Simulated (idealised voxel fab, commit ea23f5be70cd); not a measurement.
Presented below is a process module, voxel capacitor over wiring.
It is cross-section cut that appears here, measuring 240 nm in width, its square cells being 5 nm in size.
Bands, listed from the top down, are how a cross-section gets written in this document; the cross-section itself is a grid of square cells, and a band is one or more rows of them.
This entry defines a band. It first specifies the height of the band's top and the height of its bottom in nm, and then specifies the band's materials from left to right, stating each material with its width in nm. The word "everywhere" identifies a single material that fills the band from edge to edge, while the word "empty" identifies empty space.
The level at which height equals 0 is the one under which the wafer, as it arrives, is entirely one material. No lower edge exists for the bottom band, which continues downward and is notated as in "from 0 down".
A width such as "30 to 40" changes by the same amount from each row of cells to the next, from the band's top row to its bottom row.
When a step is marked "identical to before", none of the cells in the cross-section changed during that step.
Enclosed voids (no open way to top), threshold 8 cells or more, entry "Voids lacking openings", notation width x height at distance, distance from left edge, nm.
Heads up: the bit after the settings on a step's line is the simulator's remark on that step.
overlay nm: mask right of planned place by this much (step with mask). Neg. = left.
The planned process steps are enumerated hereunder:
1. RECEIVE [material Si]
2. CONFORMAL_DEP [material SiO2] [thk nm 15]
3. CONFORMAL_DEP [material SiCN] [thk nm 5]
4. DIRECTIONAL_DEP [material lowk] [thk nm 15]
5. PATTERN [tone open] [mask id METAL_1] [material resist] [width nm 20] [pitch nm 70] [thk nm 20] [overlay nm 0]
6. DIRECTIONAL_ETCH [etch materials lowk] [depth nm 15]
7. DIRECTIONAL_ETCH [etch materials SiCN] [depth nm 5]
8. STRIP [etch materials resist]
9. CONFORMAL_DEP [material TiN] [thk nm 5]
10. FILL_DEP [material Cu] [thk nm 10]
11. CMP [height nm 35]
12. CONFORMAL_DEP [material SiCN] [thk nm 5]
13. DIRECTIONAL_DEP [material lowk] [thk nm 15]
14. MASKED_ETCH [tone open] [mask id PLUG_1] [width nm 15] [etch materials lowk] [depth nm 15] [overlay nm 0]
15. MASKED_ETCH [tone open] [mask id PLUG_1] [width nm 15] [etch materials SiCN] [depth nm 5] [overlay nm 0]
16. CONFORMAL_DEP [material TiN] [thk nm 5]
17. FILL_DEP [material Cu] [thk nm 10]
18. CMP [height nm 55]
19. DIRECTIONAL_DEP [material TiN] [thk nm 5]
20. DIRECTIONAL_DEP [material HfO2] [thk nm 5]
21. DIRECTIONAL_DEP [material TiN] [thk nm 5]
22. PATTERN [tone cover] [mask id UPPER_PLATE] [material resist] [width nm 55] [thk nm 15] [overlay nm 0]
23. DIRECTIONAL_ETCH [etch materials TiN] [depth nm 5]
24. DIRECTIONAL_ETCH [etch materials HfO2] [depth nm 5]
25. STRIP [etch materials resist]
26. DIRECTIONAL_DEP [material aC] [thk nm 15]
27. PATTERN [tone cover] [mask id LOWER_PLATE] [material resist] [width nm 65] [thk nm 30] [overlay nm 0]
28. DIRECTIONAL_ETCH [etch materials aC] [depth nm 15]
29. STRIP [etch materials resist]
30. DIRECTIONAL_ETCH [etch materials TiN] [depth nm 5]
31. STRIP [etch materials aC]
32. FILL_DEP [material SiO2] [thk nm 15]
33. CMP [height nm 80]
34. MASKED_ETCH [tone open] [mask id PLUG_2] [width nm 15] [etch materials SiO2] [depth nm 10] [overlay nm 0]
35. CONFORMAL_DEP [material TiN] [thk nm 5]
36. FILL_DEP [material Ru] [thk nm 10]
37. CMP [height nm 80]
38. CONFORMAL_DEP [material SiN] [thk nm 5]
Cross-section of the wafer as it came to us, i.e., already through step 1:
from 0 down: Si everywhere
Voids lacking openings: none
Here's the wafer cut in cross-section after the module, started and planned just like above, except one thing was done wrong in the run:
from 85 to 80: SiN everywhere
from 80 to 75: SiO2 (90)  TiN (5)  Ru (5)  TiN (5)  SiO2 (135)
from 75 to 65: SiO2 (90 to 80)  TiN (15 to 55)  SiO2 (135 to 105)
from 65 to 60: SiO2 (80)  HfO2 (55)  SiO2 (105)
from 60 to 55: SiO2 (75)  TiN (65)  SiO2 (100)
from 55 to 45: lowk (80)  TiN (5)  Cu (10)  TiN (5)  lowk (140)
from 45 to 40: lowk (80)  TiN (5)  Cu (5)  TiN (10)  lowk (140)
from 40 to 35: SiCN (80)  TiN (15)  SiCN (145)
from 35 to 20: lowk (75)  TiN (5)  Cu (10)  TiN (5)  lowk (50)  TiN (5)  Cu (10)  TiN (5)  lowk (75)
from 20 to 15: SiCN (75)  TiN (20)  SiCN (50)  TiN (20)  SiCN (75)
from 15 to 0: SiO2 everywhere
from 0 down: Si everywhere
Voids lacking openings: none
Misprocessing identified: off-plan run, step 14, actual operation and settings MASKED_ETCH [tone open] [mask id PLUG_1] [width nm 20] [etch materials lowk] [depth nm 15] [overlay nm 0]
